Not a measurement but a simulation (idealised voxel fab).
The process module that follows is named voxel capacitor over wiring.
Cross-section cut spans 145 nm and uses square cells 5 nm in size.
Just so we're on the same page, the cross-sections are grids of square cells, and they're listed out in bands top to bottom, each band one or more rows deep. This entry defines a band. It first specifies the height of the band's top and the height of its bottom in nm, and then specifies the band's materials from left to right, stating each material with its width in nm. The word "edge to edge" identifies a single material that fills the band from edge to edge, while the word "blank" identifies empty space. Basically, 0 is our baseline, since under it the wafer straight out of the box is all one material. The bottom band has no lower end and keeps on going down, so it looks like "from 0 down". Width spec "30->40" -> top row of cells at first value, bottom row at second value, equal per-row change in between. "nothing changed" means the step left every cell of the cross-section as it was. So "Unvented cavities" is basically the list of trapped voids: any empty space of 8 cells or more that can't reach the top through an opening. They're written width x height at distance, the distance being from the left edge, and it's all nm. Read whatever lies past the settings on a step's line as the simulator's own remark about the step. overlay nm: how far to the right of its planned place the mask lay on this masked step (negative: to the left).
-- Process steps foreseen in the plan
| 1 | RECEIVE: material Si |
| 2 | CONFORMAL_DEP: material SiO2, thk nm 15 |
| 3 | CONFORMAL_DEP: material SiCN, thk nm 5 |
| 4 | DIRECTIONAL_DEP: material lowk, thk nm 15 |
| 5 | PATTERN: tone open, mask id METAL_1, material resist, width nm 25, pitch nm 90, thk nm 15, overlay nm 0 |
| 6 | DIRECTIONAL_ETCH: etch materials lowk, depth nm 15 |
| 7 | DIRECTIONAL_ETCH: etch materials SiCN, depth nm 5 |
| 8 | STRIP: etch materials resist |
| 9 | CONFORMAL_DEP: material TiN, thk nm 5 |
| 10 | FILL_DEP: material Ru, thk nm 5 |
| 11 | CMP: height nm 35 |
| 12 | EPI: material Ru, thk nm 5 |
| 13 | FILL_DEP: material SiCN, thk nm 5 |
| 14 | DIRECTIONAL_DEP: material lowk, thk nm 10 |
| 15 | MASKED_ETCH: tone open, mask id PLUG_1, width nm 15, etch materials lowk, depth nm 10, overlay nm 0 |
| 16 | MASKED_ETCH: tone open, mask id PLUG_1, width nm 15, etch materials SiCN, depth nm 5, overlay nm 0 |
| 17 | CONFORMAL_DEP: material TiN, thk nm 5 |
| 18 | FILL_DEP: material Ru, thk nm 5 |
| 19 | CMP: height nm 55 |
| 20 | DIRECTIONAL_DEP: material TiN, thk nm 10 |
| 21 | DIRECTIONAL_DEP: material SiN, thk nm 5 |
| 22 | DIRECTIONAL_DEP: material TiN, thk nm 5 |
| 23 | PATTERN: tone cover, mask id UPPER_PLATE, material resist, width nm 70, thk nm 20, overlay nm 0 |
| 24 | DIRECTIONAL_ETCH: etch materials TiN, depth nm 5 |
| 25 | DIRECTIONAL_ETCH: etch materials SiN, depth nm 5 |
| 26 | STRIP: etch materials resist |
| 27 | MASKED_ETCH: tone cover, mask id LOWER_PLATE, width nm 80, etch materials TiN, depth nm 10, overlay nm 0 |
| 28 | FILL_DEP: material SiO2, thk nm 15 |
| 29 | CMP: height nm 85 |
| 30 | PATTERN: tone open, mask id PLUG_2, material resist, width nm 15, thk nm 20, overlay nm 0 |
| 31 | DIRECTIONAL_ETCH: etch materials SiO2, depth nm 10 |
| 32 | STRIP: etch materials resist |
| 33 | CONFORMAL_DEP: material TiN, thk nm 5 |
| 34 | FILL_DEP: material Ru, thk nm 10 |
| 35 | CMP: height nm 85 |
| 36 | CONFORMAL_DEP: material SiCN, thk nm 5 |
-- First of two wafers: run as planned
-- This is the cross-section of the wafer as we received it, i.e. after step 1
- from 0 down: Si edge to edge
- Unvented cavities: none
-- How the wafer stands in section after step 2
- from 15 to 0: SiO2 edge to edge
- Note: structure below 0 unchanged.
-- How the wafer stands in section after step 3
- from 20 to 15: SiCN edge to edge
- Note: structure below 15 unchanged.
-- How the wafer stands in section after step 4
- from 35 to 20: lowk edge to edge
- Note: structure below 20 unchanged.
-- How the wafer stands in section after step 5
- from 50 to 35: 15 of resist; 25 of blank; 65 of resist; 25 of blank; 15 of resist
- Note: structure below 35 unchanged.
-- How the wafer stands in section after step 6
- from 50 to 35: 15 of resist; 25 of blank; 65 of resist; 25 of blank; 15 of resist
- from 35 to 20: 15 of lowk; 25 of blank; 65 of lowk; 25 of blank; 15 of lowk
- Note: structure below 20 unchanged.
-- How the wafer stands in section after step 7
- from 50 to 35: 15 of resist; 25 of blank; 65 of resist; 25 of blank; 15 of resist
- from 35 to 20: 15 of lowk; 25 of blank; 65 of lowk; 25 of blank; 15 of lowk
- from 20 to 15: 15 of SiCN; 25 of blank; 65 of SiCN; 25 of blank; 15 of SiCN
- Note: structure below 15 unchanged.
-- How the wafer stands in section after step 8
- from 35 to 20: 15 of lowk; 25 of blank; 65 of lowk; 25 of blank; 15 of lowk
- Note: structure below 20 unchanged.
-- How the wafer stands in section after step 9
- from 40 to 35: 20 of TiN; 15 of blank; 75 of TiN; 15 of blank; 20 of TiN
- from 35 to 20: 15 of lowk; 5 of TiN; 15 of blank; 5 of TiN; 65 of lowk; 5 of TiN; 15 of blank; 5 of TiN; 15 of lowk
- from 20 to 15: 15 of SiCN; 25 of TiN; 65 of SiCN; 25 of TiN; 15 of SiCN
- Note: structure below 15 unchanged.
-- How the wafer stands in section after step 10
- from 45 to 40: Ru edge to edge
- from 40 to 35: 20 of TiN; 15 of Ru; 75 of TiN; 15 of Ru; 20 of TiN
- from 35 to 20: 15 of lowk; 5 of TiN; 15 of Ru; 5 of TiN; 65 of lowk; 5 of TiN; 15 of Ru; 5 of TiN; 15 of lowk
- Note: structure below 20 unchanged.
-- How the wafer stands in section after step 11
- from 35 to 20: 15 of lowk; 5 of TiN; 15 of Ru; 5 of TiN; 65 of lowk; 5 of TiN; 15 of Ru; 5 of TiN; 15 of lowk
- Note: structure below 20 unchanged.
-- How the wafer stands in section after step 12
- from 40 to 35: 10 of blank; 35 of Ru; 55 of blank; 35 of Ru; 10 of blank
- Note: structure below 35 unchanged.
-- How the wafer stands in section after step 13
- from 45 to 40: SiCN edge to edge
- from 40 to 35: 10 of SiCN; 35 of Ru; 55 of SiCN; 35 of Ru; 10 of SiCN
- Note: structure below 35 unchanged.
-- How the wafer stands in section after step 14
- from 55 to 45: lowk edge to edge
- Note: structure below 45 unchanged.
-- How the wafer stands in section after step 15
- from 55 to 45: 25 of lowk; 15 of blank; 105 of lowk
- Note: structure below 45 unchanged.
-- How the wafer stands in section after step 16
- from 55 to 45: 25 of lowk; 15 of blank; 105 of lowk
- from 45 to 40: 25 of SiCN; 15 of blank; 105 of SiCN
- Note: structure below 40 unchanged.
-- How the wafer stands in section after step 17
- from 60 to 55: 30 of TiN; 5 of blank; 110 of TiN
- from 55 to 45: 25 of lowk; 5 of TiN; 5 of blank; 5 of TiN; 105 of lowk
- from 45 to 40: 25 of SiCN; 15 of TiN; 105 of SiCN
- Note: structure below 40 unchanged.
-- How the wafer stands in section after step 18
- from 65 to 60: Ru edge to edge
- from 60 to 55: 30 of TiN; 5 of Ru; 110 of TiN
- from 55 to 45: 25 of lowk; 5 of TiN; 5 of Ru; 5 of TiN; 105 of lowk
- Note: structure below 45 unchanged.
-- How the wafer stands in section after step 19
- from 55 to 45: 25 of lowk; 5 of TiN; 5 of Ru; 5 of TiN; 105 of lowk
- Note: structure below 45 unchanged.
-- How the wafer stands in section after step 20
- from 65 to 55: TiN edge to edge
- Note: structure below 55 unchanged.
-- How the wafer stands in section after step 21
- from 70 to 65: SiN edge to edge
- Note: structure below 65 unchanged.
-- How the wafer stands in section after step 22
- from 75 to 70: TiN edge to edge
- Note: structure below 70 unchanged.
-- How the wafer stands in section after step 23
- from 95 to 75: 25 of blank; 70 of resist; 50 of blank
- Note: structure below 75 unchanged.
-- How the wafer stands in section after step 24
- from 95 to 75: 25 of blank; 70 of resist; 50 of blank
- from 75 to 70: 25 of blank; 70 of TiN; 50 of blank
- Note: structure below 70 unchanged.
-- How the wafer stands in section after step 25
- from 95 to 75: 25 of blank; 70 of resist; 50 of blank
- from 75 to 70: 25 of blank; 70 of TiN; 50 of blank
- from 70 to 65: 25 of blank; 70 of SiN; 50 of blank
- Note: structure below 65 unchanged.
-- How the wafer stands in section after step 26
- from 75 to 70: 25 of blank; 70 of TiN; 50 of blank
- Note: structure below 70 unchanged.
-- How the wafer stands in section after step 27
- from 75 to 70: 25 of blank; 70 of TiN; 50 of blank
- from 70 to 65: 25 of blank; 70 of SiN; 50 of blank
- from 65 to 55: 20 of blank; 80 of TiN; 45 of blank
- Note: structure below 55 unchanged.
-- How the wafer stands in section after step 28
- from 90 to 75: SiO2 edge to edge
- from 75 to 70: 25 of SiO2; 70 of TiN; 50 of SiO2
- from 70 to 65: 25 of SiO2; 70 of SiN; 50 of SiO2
- from 65 to 55: 20 of SiO2; 80 of TiN; 45 of SiO2
- Note: structure below 55 unchanged.
-- How the wafer stands in section after step 29
- from 85 to 75: SiO2 edge to edge
- Note: structure below 75 unchanged.
-- How the wafer stands in section after step 30
- from 105 to 85: 35 of resist; 15 of blank; 95 of resist
- Note: structure below 85 unchanged.
-- How the wafer stands in section after step 31
- from 105 to 85: 35 of resist; 15 of blank; 95 of resist
- from 85 to 75: 35 of SiO2; 15 of blank; 95 of SiO2
- Note: structure below 75 unchanged.
-- How the wafer stands in section after step 32
- from 85 to 75: 35 of SiO2; 15 of blank; 95 of SiO2
- Note: structure below 75 unchanged.
-- How the wafer stands in section after step 33
- from 90 to 85: 40 of TiN; 5 of blank; 100 of TiN
- from 85 to 80: 35 of SiO2; 5 of TiN; 5 of blank; 5 of TiN; 95 of SiO2
- from 80 to 70: 35->25 of SiO2; 15->70 of TiN; 95->50 of SiO2
- Note: structure below 70 unchanged.
-- How the wafer stands in section after step 34
- from 100 to 90: Ru edge to edge
- from 90 to 85: 40 of TiN; 5 of Ru; 100 of TiN
- from 85 to 80: 35 of SiO2; 5 of TiN; 5 of Ru; 5 of TiN; 95 of SiO2
- Note: structure below 80 unchanged.
-- How the wafer stands in section after step 35
- from 85 to 80: 35 of SiO2; 5 of TiN; 5 of Ru; 5 of TiN; 95 of SiO2
- Note: structure below 80 unchanged.
-- How the wafer stands in section after step 36
- from 90 to 85: SiCN edge to edge
- Note: structure below 85 unchanged.
-- Wafer two of the pair: same origin, same plan, one error during the run; identical to wafer one up to and including step 2
-- X-section, second wafer, when step 3 was due to finish
- from 30 to 15: SiCN edge to edge
- Note: structure below 15 unchanged.
-- X-section, second wafer, when step 4 was due to finish
- from 45 to 30: lowk edge to edge
- Note: structure below 30 unchanged.
-- X-section, second wafer, when step 5 was due to finish
- from 60 to 45: 15 of resist; 25 of blank; 65 of resist; 25 of blank; 15 of resist
- Note: structure below 45 unchanged.
-- X-section, second wafer, when step 6 was due to finish
- from 60 to 45: 15 of resist; 25 of blank; 65 of resist; 25 of blank; 15 of resist
- from 45 to 30: 15 of lowk; 25 of blank; 65 of lowk; 25 of blank; 15 of lowk
- Note: structure below 30 unchanged.
-- X-section, second wafer, when step 7 was due to finish
- from 60 to 45: 15 of resist; 25 of blank; 65 of resist; 25 of blank; 15 of resist
- from 45 to 30: 15 of lowk; 25 of blank; 65 of lowk; 25 of blank; 15 of lowk
- from 30 to 25: 15 of SiCN; 25 of blank; 65 of SiCN; 25 of blank; 15 of SiCN
- Note: structure below 25 unchanged.
-- X-section, second wafer, when step 8 was due to finish
- from 45 to 30: 15 of lowk; 25 of blank; 65 of lowk; 25 of blank; 15 of lowk
- Note: structure below 30 unchanged.
-- X-section, second wafer, when step 9 was due to finish
- from 50 to 45: 20 of TiN; 15 of blank; 75 of TiN; 15 of blank; 20 of TiN
- from 45 to 30: 15 of lowk; 5 of TiN; 15 of blank; 5 of TiN; 65 of lowk; 5 of TiN; 15 of blank; 5 of TiN; 15 of lowk
- from 30 to 25: 15 of SiCN; 25 of TiN; 65 of SiCN; 25 of TiN; 15 of SiCN
- Note: structure below 25 unchanged.
-- X-section, second wafer, when step 10 was due to finish
- from 55 to 50: Ru edge to edge
- from 50 to 45: 20 of TiN; 15 of Ru; 75 of TiN; 15 of Ru; 20 of TiN
- from 45 to 30: 15 of lowk; 5 of TiN; 15 of Ru; 5 of TiN; 65 of lowk; 5 of TiN; 15 of Ru; 5 of TiN; 15 of lowk
- Note: structure below 30 unchanged.
-- X-section, second wafer, when step 11 was due to finish
- from 35 to 30: 15 of lowk; 5 of TiN; 15 of Ru; 5 of TiN; 65 of lowk; 5 of TiN; 15 of Ru; 5 of TiN; 15 of lowk
- Note: structure below 30 unchanged.
-- X-section, second wafer, when step 12 was due to finish
- from 40 to 35: 10 of blank; 35 of Ru; 55 of blank; 35 of Ru; 10 of blank
- Note: structure below 35 unchanged.
-- X-section, second wafer, when step 13 was due to finish
- from 45 to 40: SiCN edge to edge
- from 40 to 35: 10 of SiCN; 35 of Ru; 55 of SiCN; 35 of Ru; 10 of SiCN
- Note: structure below 35 unchanged.
-- X-section, second wafer, when step 14 was due to finish
- from 55 to 45: lowk edge to edge
- Note: structure below 45 unchanged.
-- X-section, second wafer, when step 15 was due to finish
- from 55 to 45: 25 of lowk; 15 of blank; 105 of lowk
- Note: structure below 45 unchanged.
-- X-section, second wafer, when step 16 was due to finish
- from 55 to 45: 25 of lowk; 15 of blank; 105 of lowk
- from 45 to 40: 25 of SiCN; 15 of blank; 105 of SiCN
- Note: structure below 40 unchanged.
-- X-section, second wafer, when step 17 was due to finish
- from 60 to 55: 30 of TiN; 5 of blank; 110 of TiN
- from 55 to 45: 25 of lowk; 5 of TiN; 5 of blank; 5 of TiN; 105 of lowk
- from 45 to 40: 25 of SiCN; 15 of TiN; 105 of SiCN
- Note: structure below 40 unchanged.
-- X-section, second wafer, when step 18 was due to finish
- from 65 to 60: Ru edge to edge
- from 60 to 55: 30 of TiN; 5 of Ru; 110 of TiN
- from 55 to 45: 25 of lowk; 5 of TiN; 5 of Ru; 5 of TiN; 105 of lowk
- Note: structure below 45 unchanged.
-- X-section, second wafer, when step 19 was due to finish
- from 55 to 45: 25 of lowk; 5 of TiN; 5 of Ru; 5 of TiN; 105 of lowk
- Note: structure below 45 unchanged.
-- X-section, second wafer, when step 20 was due to finish
- from 65 to 55: TiN edge to edge
- Note: structure below 55 unchanged.
-- X-section, second wafer, when step 21 was due to finish
- from 70 to 65: SiN edge to edge
- Note: structure below 65 unchanged.
-- X-section, second wafer, when step 22 was due to finish
- from 75 to 70: TiN edge to edge
- Note: structure below 70 unchanged.
-- X-section, second wafer, when step 23 was due to finish
- from 95 to 75: 25 of blank; 70 of resist; 50 of blank
- Note: structure below 75 unchanged.
-- X-section, second wafer, when step 24 was due to finish
- from 95 to 75: 25 of blank; 70 of resist; 50 of blank
- from 75 to 70: 25 of blank; 70 of TiN; 50 of blank
- Note: structure below 70 unchanged.
-- X-section, second wafer, when step 25 was due to finish
- from 95 to 75: 25 of blank; 70 of resist; 50 of blank
- from 75 to 70: 25 of blank; 70 of TiN; 50 of blank
- from 70 to 65: 25 of blank; 70 of SiN; 50 of blank
- Note: structure below 65 unchanged.
-- X-section, second wafer, when step 26 was due to finish
- from 75 to 70: 25 of blank; 70 of TiN; 50 of blank
- Note: structure below 70 unchanged.
-- X-section, second wafer, when step 27 was due to finish
- from 75 to 70: 25 of blank; 70 of TiN; 50 of blank
- from 70 to 65: 25 of blank; 70 of SiN; 50 of blank
- from 65 to 55: 20 of blank; 80 of TiN; 45 of blank
- Note: structure below 55 unchanged.
-- X-section, second wafer, when step 28 was due to finish
- from 90 to 75: SiO2 edge to edge
- from 75 to 70: 25 of SiO2; 70 of TiN; 50 of SiO2
- from 70 to 65: 25 of SiO2; 70 of SiN; 50 of SiO2
- from 65 to 55: 20 of SiO2; 80 of TiN; 45 of SiO2
- Note: structure below 55 unchanged.
-- X-section, second wafer, when step 29 was due to finish
- from 85 to 75: SiO2 edge to edge
- Note: structure below 75 unchanged.
-- X-section, second wafer, when step 30 was due to finish
- from 105 to 85: 35 of resist; 15 of blank; 95 of resist
- Note: structure below 85 unchanged.
-- X-section, second wafer, when step 31 was due to finish
- from 105 to 85: 35 of resist; 15 of blank; 95 of resist
- from 85 to 75: 35 of SiO2; 15 of blank; 95 of SiO2
- Note: structure below 75 unchanged.
-- X-section, second wafer, when step 32 was due to finish
- from 85 to 75: 35 of SiO2; 15 of blank; 95 of SiO2
- Note: structure below 75 unchanged.
-- X-section, second wafer, when step 33 was due to finish
- from 90 to 85: 40 of TiN; 5 of blank; 100 of TiN
- from 85 to 80: 35 of SiO2; 5 of TiN; 5 of blank; 5 of TiN; 95 of SiO2
- from 80 to 70: 35->25 of SiO2; 15->70 of TiN; 95->50 of SiO2
- Note: structure below 70 unchanged.
-- X-section, second wafer, when step 34 was due to finish
- from 100 to 90: Ru edge to edge
- from 90 to 85: 40 of TiN; 5 of Ru; 100 of TiN
- from 85 to 80: 35 of SiO2; 5 of TiN; 5 of Ru; 5 of TiN; 95 of SiO2
- Note: structure below 80 unchanged.
-- X-section, second wafer, when step 35 was due to finish
- from 85 to 80: 35 of SiO2; 5 of TiN; 5 of Ru; 5 of TiN; 95 of SiO2
- Note: structure below 80 unchanged.
-- X-section, second wafer, when step 36 was due to finish
- from 90 to 85: SiCN edge to edge
- Note: structure below 85 unchanged.
What broke from the plan during processing? step 3 off recipe, ran as CONFORMAL_DEP: material SiCN, thk nm 15
The second wafer ends with more or fewer cells of some materials than the first, per final count: 12 fewer of Ru | 58 more of SiCN | 8 fewer of TiN | 38 fewer of lowk
